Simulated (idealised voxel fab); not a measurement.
process module | voxel fin reveal
cross-section cut | 165 nm wide | cells 5 nm
A cross-section is a grid of square cells, given in bands from the top down. A band is one or more rows of cells.
Each band's line starts with the height of the band's top and of its bottom, in nm. Then come its materials from left to right, each with its width in nm. One material with "throughout" fills the band from edge to edge. "air" is empty space.
Height 0 is the level under which the wafer as received is all one material. The lowest band goes on downwards, as in "0 down".
A width such as "30 to 40" changes by the same amount from each row of cells to the next, from the band's top row to its bottom row.
"no change" after a step means that no cell of the cross-section changed.
closed voids: empty space of 8 cells or more with no open way to the top, each as width x height at its distance from the left edge, in nm
after a step's settings: what the simulator itself notes on the step
overlay nm, on a step with a mask: how far to the right of its planned place the mask lay; to the left if negative
plan
1 op RECEIVE | material Si
2 op CONFORMAL_DEP | material SiN | thk nm 5
3 op MASKED_ETCH | tone cover | mask id FINS | width nm 15 | pitch nm 40 | etch materials SiN | depth nm 5 | overlay nm 0
4 op MASKED_ETCH | tone cover | mask id FINS | width nm 15 | pitch nm 40 | etch materials Si | depth nm 40 | overlay nm 0
5 op OXIDIZE | depth nm 5
6 op FILL_DEP | material SiO2 | thk nm 5
7 op CMP | height nm 5
8 op SELECTIVE_ETCH | etch materials SiO2 | depth nm 30
9 op STRIP | etch materials SiN
first wafer, as planned
as received, after step 1
  0 down: Si throughout
  closed voids: none
after step 2
  5 to 0: SiN throughout
  below 0: unchanged
after step 3
  5 to 0: air 15 | SiN 15 | air 25 | SiN 15 | air 25 | SiN 15 | air 25 | SiN 15 | air 15
  below 0: unchanged
after step 4
  5 to 0: air 15 | SiN 15 | air 25 | SiN 15 | air 25 | SiN 15 | air 25 | SiN 15 | air 15
  0 to -40: air 15 | Si 15 | air 25 | Si 15 | air 25 | Si 15 | air 25 | Si 15 | air 15
  below -40: unchanged
after step 5
  5 to 0: air 15 | SiN 15 | air 25 | SiN 15 | air 25 | SiN 15 | air 25 | SiN 15 | air 15
  0 to -40: air 15 | SiO2 5 | Si 5 | SiO2 5 | air 25 | SiO2 5 | Si 5 | SiO2 5 | air 25 | SiO2 5 | Si 5 | SiO2 5 | air 25 | SiO2 5 | Si 5 | SiO2 5 | air 15
  -40 to -45: SiO2 20 | Si 5 | SiO2 35 | Si 5 | SiO2 35 | Si 5 | SiO2 35 | Si 5 | SiO2 20
  below -45: unchanged
after step 6
  10 to 5: SiO2 throughout
  5 to 0: SiO2 15 | SiN 15 | SiO2 25 | SiN 15 | SiO2 25 | SiN 15 | SiO2 25 | SiN 15 | SiO2 15
  0 to -45: SiO2 20 | Si 5 | SiO2 35 | Si 5 | SiO2 35 | Si 5 | SiO2 35 | Si 5 | SiO2 20
  below -45: unchanged
after step 7
  5 to 0: SiO2 15 | SiN 15 | SiO2 25 | SiN 15 | SiO2 25 | SiN 15 | SiO2 25 | SiN 15 | SiO2 15
  below 0: unchanged
after step 8
  5 to 0: air 15 | SiN 15 | air 25 | SiN 15 | air 25 | SiN 15 | air 25 | SiN 15 | air 15
  0 to -25: air 20 | Si 5 | air 35 | Si 5 | air 35 | Si 5 | air 35 | Si 5 | air 20
  below -25: unchanged
after step 9
  0 to -25: air 20 | Si 5 | air 35 | Si 5 | air 35 | Si 5 | air 35 | Si 5 | air 20
  below -25: unchanged
second wafer: like start, like plan, one mistake. Through step 2 it matches the first wafer
when step 3 should have ended
  5 to 0: SiN 15 | air 15 | SiN 25 | air 15 | SiN 25 | air 15 | SiN 25 | air 15 | SiN 15
  below 0: unchanged
when step 4 should have ended: no change
when step 5 should have ended
  5 to 0: SiN 15 | air 15 | SiN 25 | air 15 | SiN 25 | air 15 | SiN 25 | air 15 | SiN 15
  0 to -5: Si 10 | SiO2 25 | Si 15 | SiO2 25 | Si 15 | SiO2 25 | Si 15 | SiO2 25 | Si 10
  below -5: unchanged
when step 6 should have ended
  10 to 5: SiO2 throughout
  5 to 0: SiN 15 | SiO2 15 | SiN 25 | SiO2 15 | SiN 25 | SiO2 15 | SiN 25 | SiO2 15 | SiN 15
  below 0: unchanged
when step 7 should have ended
  5 to 0: SiN 15 | SiO2 15 | SiN 25 | SiO2 15 | SiN 25 | SiO2 15 | SiN 25 | SiO2 15 | SiN 15
  below 0: unchanged
when step 8 should have ended
  5 to 0: SiN 15 | air 15 | SiN 25 | air 15 | SiN 25 | air 15 | SiN 25 | air 15 | SiN 15
  0 to -5: Si 10 | air 25 | Si 15 | air 25 | Si 15 | air 25 | Si 15 | air 25 | Si 10
  below -5: unchanged
when step 9 should have ended
  0 to -5: Si 10 | air 25 | Si 15 | air 25 | Si 15 | air 25 | Si 15 | air 25 | Si 10
  below -5: unchanged
what went wrong: step 3 ran as: op MASKED_ETCH | tone open | mask id FINS | width nm 15 | pitch nm 40 | etch materials SiN | depth nm 5 | overlay nm 0
at the end the second wafer has, in cells: 241 more of Si | 116 fewer of SiO2
